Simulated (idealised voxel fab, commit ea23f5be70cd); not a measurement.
Process module name: voxel self aligned vias
The width of the displayed cross-section, cut, is 255 nm; its cells are square, with a size of 5 nm.
The cross-sections in this document take the form of a grid made of square cells. They are written out as bands, in order from top to bottom. Each band consists of one or more rows of cells. For a band, the entry starts with two heights in nm, that of the top and then that of the bottom, and carries on with the band's materials in order from left to right, each alongside its width in nm; the word "edge to edge" beside a single material means it fills the band edge to edge, and "blank" means empty space. Height is counted from the level 0, under which the received wafer is composed throughout of one material. The lowest of the bands is not closed at the bottom but continues downward, in the notation "top 0, no bottom". The width entry "30->40" should be interpreted row by row: the top row of cells in the band takes the first number, the bottom row takes the second number, and the change between adjacent rows is uniform throughout. "nothing different" (step): cross-section cells unchanged, all of them. Basically, "Sealed internal cavities" tells you about the enclosed voids: empty spaces with no open way to the top, 8 cells or bigger, each written width x height at distance, where distance is from the left edge, all in nm. Past the settings on a step's line: simulator remark, on that step. overlay nm: how far to the right of its planned place the mask lay on this masked step (negative: to the left).

STEPS IN THE PROCESS PLAN
1. op RECEIVE | material Si
2. op CONFORMAL_DEP | material SiO2 | thk nm 10
3. op CONFORMAL_DEP | material SiCN | thk nm 5
4. op DIRECTIONAL_DEP | material SiO2 | thk nm 20
5. op DIRECTIONAL_DEP | material aC | thk nm 15
6. op PATTERN | tone open | mask id LINES | material resist | width nm 30 | pitch nm 55 | thk nm 35 | overlay nm 0
7. op DIRECTIONAL_ETCH | etch materials aC | depth nm 15
8. op STRIP | etch materials resist
9. op DIRECTIONAL_ETCH | etch materials SiO2 | depth nm 20
10. op STRIP | etch materials aC
11. op CONFORMAL_DEP | material TiN | thk nm 5
12. op FILL_DEP | material Ru | thk nm 5
13. op CMP | height nm 35
14. op SELECTIVE_ETCH | etch materials W Ru TiN | depth nm 5
15. op FILL_DEP | material SiN | thk nm 10
16. op CMP | height nm 35
17. op DIRECTIONAL_DEP | material SiO2 | thk nm 20
18. op PATTERN | tone open | mask id VIAS | material resist | width nm 40 | pitch nm 110 | thk nm 20 | overlay nm 0
19. op DIRECTIONAL_ETCH | etch materials SiO2 | depth nm 20
20. op DIRECTIONAL_ETCH | etch materials SiN | depth nm 5
21. op STRIP | etch materials resist
22. op CONFORMAL_DEP | material TiN | thk nm 5
23. op FILL_DEP | material W | thk nm 5
24. op CMP | height nm 55
25. op CONFORMAL_DEP | material SiCN | thk nm 5

CROSS-SECTION, INCOMING MATERIAL, AFTER STEP 1
* top 0, no bottom = Si edge to edge
* Sealed internal cavities: none

HERE'S THE WAFER CUT IN CROSS-SECTION AFTER THE MODULE, STARTED AND PLANNED JUST LIKE ABOVE, EXCEPT ONE THING WAS DONE WRONG IN THE RUN
* top 60, bottom 55 = SiCN edge to edge
* top 55, bottom 35 = SiO2 (50); TiN (5); W (30); TiN (5); SiO2 (70); TiN (5); W (30); TiN (5); SiO2 (55)
* top 35, bottom 30 = SiN (50); TiN (40); SiN (70); TiN (40); SiN (55)
* top 30, bottom 15 = SiO2 (55); TiN (5); Ru (20); TiN (5); SiO2 (25); TiN (5); Ru (20); TiN (5); SiO2 (25); TiN (5); Ru (20); TiN (5); SiO2 (60)
* top 15, bottom 10 = SiO2 (55); TiN (30); SiO2 (25); TiN (30); SiO2 (25); TiN (30); SiO2 (60)
* top 10, bottom 5 = SiCN edge to edge
* top 5, bottom 0 = SiO2 edge to edge
* top 0, no bottom = Si edge to edge
* Sealed internal cavities: none
Nonconformance to the process plan: step 2 was processed under conditions differing from the plan, specifically as op CONFORMAL_DEP | material SiO2 | thk nm 5
